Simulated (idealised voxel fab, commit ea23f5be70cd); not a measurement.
This section sets out a process module, namely voxel transistor to metal.
The figure presents cross-section cut, which has a width of 195 nm and is divided into square cells with an edge length of 5 nm.
Cross-sections here: square-cell grids, written as top-down lists of bands, a band being one or more rows of cells.
Within each band entry, the heights of the top and of the bottom of the band appear first, in that order and in nm; the materials of the band then follow from left to right, each with its corresponding width in nm. The designation "all across" on a single material indicates that it fills the band from edge to edge; the designation "blank" indicates empty space.
Height datum 0, below which the as-received substrate wafer is one material. Lowest band open at the bottom, running downward: "0 nm and below".
It should be noted that a width expressed as "30 to 40" varies in equal increments from row to row of cells within the band, taking the value of the first number at the top row and that of the second number at the bottom row.
Any step labelled "no modifications" changed none of the cells in the cross-section.
Empty spaces counting at least 8 cells and having no open way to the top are listed in "Fully enclosed voids". The notation width x height at distance is used for each, the distance being from the left edge and all three values in nm.
Formally, on a step line, whatever follows the settings is a remark that the simulator itself makes on the step.
The optional step-line setting "overlay nm" applies to steps with a mask and quantifies how far to the right of its planned location the mask lay, a negative value indicating leftward placement.

# Intended process steps
1) op RECEIVE | material Si
2) op OXIDIZE | depth nm 5
3) op CONFORMAL_DEP | material SiN | thk nm 10
4) op DIRECTIONAL_DEP | material aC | thk nm 10
5) op PATTERN | tone cover | mask id ACTIVE | material resist | width nm 115 | thk nm 30 | overlay nm 0
6) op DIRECTIONAL_ETCH | etch materials aC | depth nm 10
7) op STRIP | etch materials resist
8) op DIRECTIONAL_ETCH | etch materials SiN | depth nm 10
9) op DIRECTIONAL_ETCH | etch materials SiO2 | depth nm 5
10) op DIRECTIONAL_ETCH | etch materials Si | depth nm 20
11) op STRIP | etch materials aC
12) op OXIDIZE | depth nm 5
13) op FILL_DEP | material SiO2 | thk nm 5
14) op CMP | height nm 10
15) op SELECTIVE_ETCH | etch materials SiO2 | depth nm 10
16) op STRIP | etch materials SiN
17) op SELECTIVE_ETCH | etch materials SiO2 | depth nm 5
18) op OXIDIZE | depth nm 5
19) op DIRECTIONAL_DEP | material polySi | thk nm 30
20) op DIRECTIONAL_DEP | material SiCN | thk nm 15
21) op PATTERN | tone cover | mask id GATE | material resist | width nm 25 | thk nm 20 | overlay nm 0
22) op DIRECTIONAL_ETCH | etch materials SiCN | depth nm 25
23) op DIRECTIONAL_ETCH | etch materials polySi | depth nm 40
24) op STRIP | etch materials resist
25) op CONFORMAL_DEP | material SiO2 | thk nm 5
26) op DIRECTIONAL_ETCH | etch materials SiO2 | depth nm 5
27) op CONFORMAL_DEP | material SiN | thk nm 5
28) op DIRECTIONAL_ETCH | etch materials SiN | depth nm 5
29) op DIRECTIONAL_ETCH | etch materials SiO2 | depth nm 5
30) op DIRECTIONAL_ETCH | etch materials Si | depth nm 10
31) op EPI | material nSi | thk nm 10
32) op FILL_DEP | material SiO2 | thk nm 10
33) op CMP | height nm 25
34) op STRIP | etch materials polySi
35) op SELECTIVE_ETCH | etch materials SiO2 | depth nm 5
36) op CONFORMAL_DEP | material HfO2 | thk nm 5
37) op CONFORMAL_DEP | material TiN | thk nm 5
38) op FILL_DEP | material W | thk nm 10
39) op CMP | height nm 20
40) op DIRECTIONAL_DEP | material SiO2 | thk nm 10
41) op MASKED_ETCH | tone open | mask id CONTACT | width nm 20 | pitch nm 85 | etch materials SiO2 | depth nm 40 | overlay nm 0
42) op CONFORMAL_DEP | material TiN | thk nm 5
43) op FILL_DEP | material W | thk nm 5
44) op CMP | height nm 30
45) op CONFORMAL_DEP | material SiN | thk nm 5
46) op DIRECTIONAL_DEP | material SiO2 | thk nm 20
47) op MASKED_ETCH | tone open | mask id METAL_1 | width nm 20 | pitch nm 85 | etch materials SiO2 | depth nm 20 | overlay nm 0
48) op MASKED_ETCH | tone open | mask id METAL_1 | width nm 20 | pitch nm 85 | etch materials SiN | depth nm 5 | overlay nm 0
49) op CONFORMAL_DEP | material TiN | thk nm 5
50) op FILL_DEP | material W | thk nm 10
51) op CMP | height nm 55
52) op EPI | material Ru | thk nm 5
53) op FILL_DEP | material SiCN | thk nm 5
54) op DIRECTIONAL_DEP | material lowk | thk nm 30
55) op DIRECTIONAL_DEP | material aC | thk nm 15
56) op PATTERN | tone open | mask id METAL_2_HOLES | material resist | width nm 15 | pitch nm 85 | thk nm 30 | overlay nm 0
57) op DIRECTIONAL_ETCH | etch materials aC | depth nm 15
58) op STRIP | etch materials resist
59) op DIRECTIONAL_ETCH | etch materials lowk | depth nm 30
60) op STRIP | etch materials aC
61) op MASKED_ETCH | tone open | mask id METAL_2 | width nm 20 | pitch nm 85 | etch materials lowk | depth nm 20 | overlay nm 0
62) op MASKED_ETCH | tone open | mask id METAL_2 | width nm 20 | pitch nm 85 | etch materials SiCN | depth nm 5 | overlay nm 0
63) op CONFORMAL_DEP | material TiN | thk nm 5
64) op FILL_DEP | material Cu | thk nm 10
65) op CMP | height nm 95
66) op CONFORMAL_DEP | material SiN | thk nm 5

# as received, after step 1
0 nm and below | Si all across
Fully enclosed voids: none

# The first of the two wafers as seen in cross-section once the module was finished; processing followed the plan
100 nm to 95 nm | SiN all across
95 nm to 80 nm | lowk=45, then TiN=5, then Cu=10, then TiN=5, then lowk=65, then TiN=5, then Cu=10, then TiN=5, then lowk=45
80 nm to 75 nm | lowk=45, then TiN=5, then Cu=5, then TiN=10, then lowk=65, then TiN=5, then Cu=5, then TiN=10, then lowk=45
75 nm to 65 nm | lowk=45, then TiN=5, then Cu=5, then TiN=5, then lowk=70, then TiN=5, then Cu=5, then TiN=5, then lowk=50
65 nm to 60 nm | SiCN=45, then TiN=15, then SiCN=70, then TiN=15, then SiCN=50
60 nm to 55 nm | SiCN=40, then Ru=30, then SiCN=55, then Ru=30, then SiCN=40
55 nm to 35 nm | SiO2=45, then TiN=5, then W=10, then TiN=5, then SiO2=65, then TiN=5, then W=10, then TiN=5, then SiO2=45
35 nm to 30 nm | SiN=45, then TiN=20, then SiN=65, then TiN=20, then SiN=45
30 nm to 20 nm | SiO2=45, then TiN=5, then W=10, then TiN=5, then SiO2=65, then TiN=5, then W=10, then TiN=5, then SiO2=45
20 nm to 0 nm | SiO2=45, then TiN=5, then W=10, then TiN=5, then SiO2=10, then SiN=5, then HfO2=5, then TiN=5, then W=15, then TiN=5, then HfO2=5, then SiN=5, then SiO2=10, then TiN=5, then W=10, then TiN=5, then SiO2=45
0 nm to -5 nm | SiO2=45, then TiN=5, then W=10, then TiN=5, then nSi=10, then SiN=5, then HfO2=5, then TiN=25, then HfO2=5, then SiN=5, then nSi=10, then TiN=5, then W=10, then TiN=5, then SiO2=45
-5 nm to -10 nm | SiO2=45, then TiN=20, then nSi=10, then SiO2=5, then HfO2=35, then SiO2=5, then nSi=10, then TiN=20, then SiO2=45
-10 nm to -20 nm | SiO2=45, then nSi=30, then Si=45, then nSi=30, then SiO2=45
-20 nm to -30 nm | SiO2=45, then Si=105, then SiO2=45
-30 nm and below | Si all across
Fully enclosed voids: none

# Cross-section, wafer two of two, end of module: same start and plan as wafer one, one error in execution
100 nm to 95 nm | SiN all across
95 nm to 80 nm | lowk=45, then TiN=5, then Cu=10, then TiN=5, then lowk=65, then TiN=5, then Cu=10, then TiN=5, then lowk=45
80 nm to 75 nm | lowk=45, then TiN=5, then Cu=5, then TiN=10, then lowk=65, then TiN=5, then Cu=5, then TiN=10, then lowk=45
75 nm to 65 nm | lowk=45, then TiN=5, then Cu=5, then TiN=5, then lowk=70, then TiN=5, then Cu=5, then TiN=5, then lowk=50
65 nm to 60 nm | SiCN=45, then TiN=15, then SiCN=70, then TiN=15, then SiCN=50
60 nm to 55 nm | SiCN=40, then Ru=30, then SiCN=55, then Ru=30, then SiCN=40
55 nm to 35 nm | SiO2=45, then TiN=5, then W=10, then TiN=5, then SiO2=65, then TiN=5, then W=10, then TiN=5, then SiO2=45
35 nm to 30 nm | SiN=45, then TiN=20, then SiN=65, then TiN=20, then SiN=45
30 nm to 20 nm | SiO2=45, then HfO2=5, then W=10, then HfO2=5, then SiO2=65, then HfO2=5, then W=10, then HfO2=5, then SiO2=45
20 nm to 0 nm | SiO2=45, then HfO2=5, then W=10, then HfO2=5, then SiO2=10, then SiN=5, then HfO2=5, then TiN=5, then W=15, then TiN=5, then HfO2=5, then SiN=5, then SiO2=10, then HfO2=5, then W=10, then HfO2=5, then SiO2=45
0 nm to -5 nm | SiO2=45, then HfO2=5, then W=10, then HfO2=5, then nSi=10, then SiN=5, then HfO2=5, then TiN=25, then HfO2=5, then SiN=5, then nSi=10, then HfO2=5, then W=10, then HfO2=5, then SiO2=45
-5 nm to -10 nm | SiO2=45, then HfO2=20, then nSi=10, then SiO2=5, then HfO2=35, then SiO2=5, then nSi=10, then HfO2=20, then SiO2=45
-10 nm to -20 nm | SiO2=45, then nSi=30, then Si=45, then nSi=30, then SiO2=45
-20 nm to -30 nm | SiO2=45, then Si=105, then SiO2=45
-30 nm and below | Si all across
Fully enclosed voids: none
What broke from the plan during processing? step 42 did not use the planned setting and instead ran as op CONFORMAL_DEP | material HfO2 | thk nm 5
Materials where the second wafer ends with more or fewer cells than the first: +36 HfO2 | -36 TiN
